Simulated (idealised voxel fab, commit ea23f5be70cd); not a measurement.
Title: Process Module voxel transistor to metal
cross-section cut | 205 nm wide | cells 5 nm
Each cross-section below is a grid of square cells, stated as bands in top-down order, with one or more rows of cells making up each band. This entry defines a band. It first specifies the height of the band's top and the height of its bottom in nm, and then specifies the band's materials from left to right, stating each material with its width in nm. The word "throughout" identifies a single material that fills the band from edge to edge, while the word "air" identifies empty space. Heights are measured from 0, the level below which the as-received wafer is all one material; the lowest band has no bottom and continues downward, written as in "from 0 down". Graded width ("30 to 40"): value in top row of band = first number; value in bottom row = second number; row-to-row change constant. Key: "all unchanged" - step with no changed cell in the cross-section. Listed in "Sealed internal voids": every empty space of 8 or more cells without an open way to the top. Form: width x height at distance, the distance being from the left edge, all in nm. Anything after a step's settings on that line? It's the simulator's own note about the step. The line of a step may include "overlay nm". On a step with a mask, this value is how far to the right of its planned place the mask lay. A negative value means the mask lay to the left.

**These are the steps we planned for the process**
1 op RECEIVE | material Si
2 op CONFORMAL_DEP | material SiO2 | thk nm 5
3 op CONFORMAL_DEP | material SiN | thk nm 10
4 op DIRECTIONAL_DEP | material aC | thk nm 15
5 op PATTERN | tone cover | mask id ACTIVE | material resist | width nm 110 | thk nm 35 | overlay nm 0
6 op DIRECTIONAL_ETCH | etch materials aC | depth nm 15
7 op STRIP | etch materials resist
8 op DIRECTIONAL_ETCH | etch materials SiN | depth nm 10
9 op DIRECTIONAL_ETCH | etch materials SiO2 | depth nm 5
10 op DIRECTIONAL_ETCH | etch materials Si | depth nm 35
11 op STRIP | etch materials aC
12 op OXIDIZE | depth nm 5
13 op FILL_DEP | material SiO2 | thk nm 10
14 op CMP | height nm 15
15 op SELECTIVE_ETCH | etch materials SiO2 | depth nm 10
16 op STRIP | etch materials SiN
17 op SELECTIVE_ETCH | etch materials SiO2 | depth nm 5
18 op OXIDIZE | depth nm 5
19 op DIRECTIONAL_DEP | material polySi | thk nm 25
20 op DIRECTIONAL_DEP | material SiCN | thk nm 10
21 op DIRECTIONAL_DEP | material aC | thk nm 10
22 op PATTERN | tone cover | mask id GATE | material resist | width nm 20 | thk nm 25 | overlay nm 0
23 op DIRECTIONAL_ETCH | etch materials aC | depth nm 10
24 op STRIP | etch materials resist
25 op DIRECTIONAL_ETCH | etch materials SiCN | depth nm 20
26 op DIRECTIONAL_ETCH | etch materials polySi | depth nm 35
27 op STRIP | etch materials aC
28 op CONFORMAL_DEP | material SiO2 | thk nm 5
29 op DIRECTIONAL_ETCH | etch materials SiO2 | depth nm 5
30 op CONFORMAL_DEP | material SiN | thk nm 10
31 op DIRECTIONAL_ETCH | etch materials SiN | depth nm 10
32 op DIRECTIONAL_ETCH | etch materials SiO2 | depth nm 5
33 op EPI | material pSi | thk nm 5
34 op FILL_DEP | material SiO2 | thk nm 10
35 op CMP | height nm 35
36 op DIRECTIONAL_DEP | material SiO2 | thk nm 15
37 op MASKED_ETCH | tone open | mask id CONTACT | width nm 30 | pitch nm 60 | etch materials SiO2 | depth nm 50 | overlay nm 0
38 op CONFORMAL_DEP | material TiN | thk nm 5
39 op FILL_DEP | material Ru | thk nm 5
40 op CMP | height nm 50
41 op CONFORMAL_DEP | material SiCN | thk nm 5
42 op DIRECTIONAL_DEP | material SiO2 | thk nm 15
43 op MASKED_ETCH | tone open | mask id METAL_1 | width nm 15 | pitch nm 75 | etch materials SiO2 | depth nm 15 | overlay nm 0
44 op MASKED_ETCH | tone open | mask id METAL_1 | width nm 15 | pitch nm 75 | etch materials SiCN | depth nm 5 | overlay nm 0
45 op CONFORMAL_DEP | material TiN | thk nm 5
46 op FILL_DEP | material Ru | thk nm 10
47 op CMP | height nm 70
48 op CONFORMAL_DEP | material SiCN | thk nm 5
49 op DIRECTIONAL_DEP | material SiO2 | thk nm 30
50 op PATTERN | tone open | mask id METAL_2 | material resist | width nm 15 | pitch nm 75 | thk nm 15 | overlay nm 0
51 op DIRECTIONAL_ETCH | etch materials SiO2 | depth nm 20
52 op STRIP | etch materials resist
53 op MASKED_ETCH | tone open | mask id METAL_2_HOLES | width nm 15 | pitch nm 75 | etch materials SiO2 | depth nm 10 | overlay nm 0
54 op MASKED_ETCH | tone open | mask id METAL_2_HOLES | width nm 15 | pitch nm 75 | etch materials SiCN | depth nm 5 | overlay nm 0
55 op CONFORMAL_DEP | material TiN | thk nm 5
56 op FILL_DEP | material Ru | thk nm 10
57 op CMP | height nm 105
58 op CONFORMAL_DEP | material SiCN | thk nm 5

**Cross-sectional view of the wafer in its as-received condition, corresponding to the state after step 1**
  from 0 down  Si throughout
  Sealed internal voids: none

**End state of the module in cross-section, given the above starting point and plan and one mistake in execution**
  from 110 to 105  SiCN throughout
  from 105 to 75  55 nm SiO2, 5 nm TiN, 5 nm Ru, 5 nm TiN, 60 nm SiO2, 5 nm TiN, 5 nm Ru, 5 nm TiN, 60 nm SiO2
  from 75 to 70  55 nm SiCN, 15 nm TiN, 60 nm SiCN, 15 nm TiN, 60 nm SiCN
  from 70 to 55  55 nm SiO2, 5 nm TiN, 5 nm Ru, 5 nm TiN, 60 nm SiO2, 5 nm TiN, 5 nm Ru, 5 nm TiN, 60 nm SiO2
  from 55 to 50  55 nm SiCN, 15 nm TiN, 60 nm SiCN, 15 nm TiN, 60 nm SiCN
  from 50 to 40  55 nm SiO2, 5 nm TiN, 20 nm Ru, 5 nm TiN, 30 nm SiO2, 5 nm TiN, 20 nm Ru, 5 nm TiN, 60 nm SiO2
  from 40 to 35  55 nm SiO2, 5 nm TiN, 10 nm Ru, 15 nm TiN, 30 nm SiO2, 15 nm TiN, 10 nm Ru, 5 nm TiN, 60 nm SiO2
  from 35 to 25  55 nm SiO2, 5 nm TiN, 10 nm Ru, 5 nm TiN, 10 nm SiN, 5 nm SiO2, 20 nm SiCN, 5 nm SiO2, 10 nm SiN, 5 nm TiN, 10 nm Ru, 5 nm TiN, 60 nm SiO2
  from 25 to 5  55 nm SiO2, 5 nm TiN, 10 nm Ru, 5 nm TiN, 10 nm SiN, 5 nm SiO2, 20 nm polySi, 5 nm SiO2, 10 nm SiN, 5 nm TiN, 10 nm Ru, 5 nm TiN, 60 nm SiO2
  from 5 to 0  55 nm SiO2, 20 nm TiN, 10 nm SiN, 5 nm SiO2, 20 nm polySi, 5 nm SiO2, 10 nm SiN, 20 nm TiN, 60 nm SiO2
  from 0 to -5  50 nm SiO2, 25 nm pSi, 50 nm SiO2, 30 nm pSi, 50 nm SiO2
  from -5 to -40  55 nm SiO2, 95 nm Si, 55 nm SiO2
  from -40 down  Si throughout
  Sealed internal voids: none
Which mistake was made when the wafer was run? step 5 did not happen as planned, as run it was op PATTERN | tone cover | mask id ACTIVE | material resist | width nm 105 | thk nm 35 | overlay nm 0
